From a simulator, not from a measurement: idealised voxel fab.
This section sets out a process module, namely voxel self aligned vias.
The figure presents cross-section cut, which has a width of 230 nm and is divided into square cells with an edge length of 5 nm.
How to read a cross-section here: the picture is a grid of square cells, written as bands going from the top down, and any band can span one or more rows of cells. A band entry consists of two parts. The first gives the height of the band's top and the height of its bottom, in nm. The rest lists the band's materials from left to right, each with its width in nm. A single material labelled with the word "full width" fills the band from edge to edge, and the word "blank" marks empty space. Height datum 0, below which the as-received substrate wafer is one material. Lowest band open at the bottom, running downward: "0 down". The two numbers in a width such as "30->40" mark its ends across the band: the first belongs to the top row of cells, the second to the bottom row, and from each row to the next the width moves by the same amount. Reading "remains unaltered" for a step: not a cell of the cross-section changed in it. Closed-off voids of 8+ cells (no open route to the top) go in "Enclosed void inventory", written width x height at distance from the left edge, in nm. Note: text after step settings on the step line = simulator remark on that step. What "overlay nm" on a step's line means: if the step has a mask, that mask lay this far to the right of its planned place, or, when the value is negative, to the left.
Intended process steps
1: RECEIVE [material Si]
2: CONFORMAL_DEP [material SiO2] [thk nm 10]
3: CONFORMAL_DEP [material SiCN] [thk nm 5]
4: DIRECTIONAL_DEP [material SiO2] [thk nm 30]
5: DIRECTIONAL_DEP [material aC] [thk nm 10]
6: PATTERN [tone open] [mask id LINES] [material resist] [width nm 30] [pitch nm 55] [thk nm 30] [overlay nm 0]
7: DIRECTIONAL_ETCH [etch materials aC] [depth nm 10]
8: STRIP [etch materials resist]
9: DIRECTIONAL_ETCH [etch materials SiO2] [depth nm 30]
10: STRIP [etch materials aC]
11: CONFORMAL_DEP [material TiN] [thk nm 5]
12: FILL_DEP [material Ru] [thk nm 5]
13: CMP [height nm 45]
14: SELECTIVE_ETCH [etch materials W Ru TiN] [depth nm 10]
15: FILL_DEP [material SiN] [thk nm 10]
16: CMP [height nm 45]
17: DIRECTIONAL_DEP [material SiO2] [thk nm 15]
18: DIRECTIONAL_DEP [material aC] [thk nm 10]
19: PATTERN [tone open] [mask id VIAS] [material resist] [width nm 40] [thk nm 30] [overlay nm 0]
20: DIRECTIONAL_ETCH [etch materials aC] [depth nm 10]
21: STRIP [etch materials resist]
22: DIRECTIONAL_ETCH [etch materials SiO2] [depth nm 15]
23: DIRECTIONAL_ETCH [etch materials SiN] [depth nm 10]
24: STRIP [etch materials aC]
25: CONFORMAL_DEP [material TiN] [thk nm 5]
26: FILL_DEP [material Cu] [thk nm 5]
27: CMP [height nm 60]
28: CONFORMAL_DEP [material SiN] [thk nm 5]
Cross-section of the incoming wafer, state after step 1
  0 down | Si full width
  Enclosed void inventory: none
The first of the two wafers as seen in cross-section once the module was finished; processing followed the plan
  65 to 60 | SiN full width
  60 to 50 | SiO2 (65)  TiN (5)  Cu (30)  TiN (5)  SiO2 (125)
  50 to 45 | SiO2 (65)  TiN (10)  Cu (20)  TiN (10)  SiO2 (125)
  45 to 40 | SiO2 (70)  TiN (5)  Cu (20)  TiN (5)  SiO2 (25)  SiN (30)  SiO2 (75)
  40 to 35 | SiO2 (70)  TiN (30)  SiO2 (25)  SiN (30)  SiO2 (75)
  35 to 20 | SiO2 (70)  TiN (5)  Ru (20)  TiN (5)  SiO2 (25)  TiN (5)  Ru (20)  TiN (5)  SiO2 (75)
  20 to 15 | SiO2 (70)  TiN (30)  SiO2 (25)  TiN (30)  SiO2 (75)
  15 to 10 | SiCN full width
  10 to 0 | SiO2 full width
  0 down | Si full width
  Enclosed void inventory: none
Presented here is a cross-section of the second of the two wafers as it stood at the end of the module. It was started in the same manner and assigned the same plan as the first wafer; however, one mistake was made in its execution
  65 to 60 | SiN full width
  60 to 50 | SiO2 (65)  TiN (5)  Cu (30)  TiN (5)  SiO2 (125)
  50 to 45 | SiO2 (65)  TiN (40)  SiO2 (125)
  45 to 40 | SiCN full width
  40 to 0 | SiO2 full width
  0 down | Si full width
  Enclosed void inventory: none
What was done differently from what was planned? it was found that steps 3 and 4 of the process plan had been performed in exchanged positions
Final comparison by cell count, materials where the second wafer has more or fewer than the first: Cu: 8 fewer; Ru: 24 fewer; SiN: 12 fewer; SiO2: 72 more; TiN: 28 fewer
